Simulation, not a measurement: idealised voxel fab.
This is a process module. Its name is voxel capacitor over wiring.
Each square cell in cross-section cut measures 5 nm, and the section as a whole is 235 nm wide.
For the purposes of this document, a cross-section shall be understood as a grid of square cells, specified as bands listed in top-to-bottom order, each band consisting of one or more rows of cells.
Heads up on the band format: heights come first, top then bottom, in nm. After that it's the materials left to right, each with its width in nm. A single material flagged "full width" fills the whole band edge to edge, and "air" means there's empty space there.
Zero point of the height axis is 0; under it, received wafer = one material. Lowest band: continues down indefinitely, "from 0 down".
Top row gets the first number, bottom row gets the second, and each row in between changes by the same step: that is how a band width like "30->40" works.
The cross-section has no changed cell in any step marked "changes: none".
"Sealed internal voids" contains a list of empty spaces, each no smaller than 8 cells and without an open way to the top, written in the form width x height at distance with the distance from the left edge and all three in nm.
Step line, after settings: the simulator's comment on this step.
overlay nm, on a step with a mask: how far to the right of its planned place the mask lay; to the left if negative
Below is the list of planned process steps
1: op RECEIVE | material Si
2: op CONFORMAL_DEP | material SiO2 | thk nm 10
3: op DIRECTIONAL_DEP | material TiN | thk nm 5
4: op DIRECTIONAL_DEP | material Ru | thk nm 25
5: op DIRECTIONAL_DEP | material aC | thk nm 10
6: op PATTERN | tone cover | mask id METAL_1 | material resist | width nm 30 | pitch nm 85 | thk nm 30 | overlay nm 0
7: op DIRECTIONAL_ETCH | etch materials aC | depth nm 10
8: op STRIP | etch materials resist
9: op DIRECTIONAL_ETCH | etch materials Ru | depth nm 25
10: op DIRECTIONAL_ETCH | etch materials TiN | depth nm 5
11: op STRIP | etch materials aC
12: op CONFORMAL_DEP | material SiCN | thk nm 5
13: op FILL_DEP | material lowk | thk nm 5
14: op CMP | height nm 40
15: op CONFORMAL_DEP | material SiCN | thk nm 5
16: op DIRECTIONAL_DEP | material SiO2 | thk nm 10
17: op MASKED_ETCH | tone open | mask id PLUG_1 | width nm 15 | etch materials SiO2 | depth nm 10 | overlay nm 0
18: op MASKED_ETCH | tone open | mask id PLUG_1 | width nm 15 | etch materials SiCN | depth nm 5 | overlay nm 0
19: op EPI | material Ru | thk nm 10
20: op EPI | material Ru | thk nm 5
21: op DIRECTIONAL_DEP | material TiN | thk nm 10
22: op DIRECTIONAL_DEP | material Al2O3 | thk nm 5
23: op DIRECTIONAL_DEP | material TiN | thk nm 5
24: op DIRECTIONAL_DEP | material aC | thk nm 10
25: op PATTERN | tone cover | mask id UPPER_PLATE | material resist | width nm 60 | thk nm 30 | overlay nm 0
26: op DIRECTIONAL_ETCH | etch materials aC | depth nm 10
27: op STRIP | etch materials resist
28: op DIRECTIONAL_ETCH | etch materials TiN | depth nm 5
29: op DIRECTIONAL_ETCH | etch materials Al2O3 | depth nm 5
30: op STRIP | etch materials aC
31: op MASKED_ETCH | tone cover | mask id LOWER_PLATE | width nm 70 | etch materials TiN | depth nm 10 | overlay nm 0
32: op FILL_DEP | material SiO2 | thk nm 20
33: op CMP | height nm 90
34: op DIRECTIONAL_DEP | material aC | thk nm 15
35: op PATTERN | tone open | mask id PLUG_2 | material resist | width nm 15 | thk nm 30 | overlay nm 0
36: op DIRECTIONAL_ETCH | etch materials aC | depth nm 15
37: op STRIP | etch materials resist
38: op DIRECTIONAL_ETCH | etch materials SiO2 | depth nm 15
39: op STRIP | etch materials aC
40: op CONFORMAL_DEP | material TiN | thk nm 5
41: op FILL_DEP | material W | thk nm 5
42: op CMP | height nm 90
43: op CONFORMAL_DEP | material SiCN | thk nm 5
Delivered wafer in cross-section: state after step 1
from 0 down = Si full width
Sealed internal voids: none
First wafer at the end, as planned
from 95 to 90 = SiCN full width
from 90 to 80 = SiO2 85 nm, then TiN 5 nm, then W 5 nm, then TiN 5 nm, then SiO2 135 nm
from 80 to 70 = SiO2 85->75 nm, then TiN 15->60 nm, then SiO2 135->100 nm
from 70 to 65 = SiO2 75 nm, then Al2O3 60 nm, then SiO2 100 nm
from 65 to 55 = SiO2 70 nm, then TiN 70 nm, then SiO2 95 nm
from 55 to 45 = SiO2 75 nm, then Ru 15 nm, then SiO2 145 nm
from 45 to 40 = SiCN 75 nm, then Ru 15 nm, then SiCN 145 nm
from 40 to 15 = lowk 55 nm, then SiCN 5 nm, then Ru 30 nm, then SiCN 5 nm, then lowk 45 nm, then SiCN 5 nm, then Ru 30 nm, then SiCN 5 nm, then lowk 55 nm
from 15 to 10 = SiCN 60 nm, then TiN 30 nm, then SiCN 55 nm, then TiN 30 nm, then SiCN 60 nm
from 10 to 0 = SiO2 full width
from 0 down = Si full width
Sealed internal voids: none
Second wafer cross-section at end of module - shared start and plan with the first, one mistake in the run
from 95 to 90 = SiCN full width
from 90 to 80 = SiO2 85 nm, then TiN 5 nm, then W 5 nm, then TiN 5 nm, then SiO2 135 nm
from 80 to 70 = SiO2 85->75 nm, then TiN 15->60 nm, then SiO2 135->100 nm
from 70 to 65 = SiO2 75 nm, then Al2O3 60 nm, then SiO2 100 nm
from 65 to 55 = SiO2 70 nm, then TiN 70 nm, then SiO2 95 nm
from 55 to 45 = SiO2 75 nm, then Ru 15 nm, then SiO2 145 nm
from 45 to 40 = SiCN 75 nm, then Ru 15 nm, then SiCN 145 nm
from 40 to 15 = lowk 55 nm, then SiCN 5 nm, then Ru 35 nm, then SiCN 5 nm, then lowk 40 nm, then SiCN 5 nm, then Ru 35 nm, then SiCN 5 nm, then lowk 50 nm
from 15 to 10 = SiCN 60 nm, then TiN 35 nm, then SiCN 50 nm, then TiN 35 nm, then SiCN 55 nm
from 10 to 0 = SiO2 full width
from 0 down = Si full width
Sealed internal voids: none
what went wrong: step 6 changed vs plan, executed as op PATTERN | tone cover | mask id METAL_1 | material resist | width nm 35 | pitch nm 85 | thk nm 30 | overlay nm 0
End check, counted in cells, second wafer has more or fewer of these materials than the first: +10 Ru; -2 SiCN; +2 TiN; -10 lowk
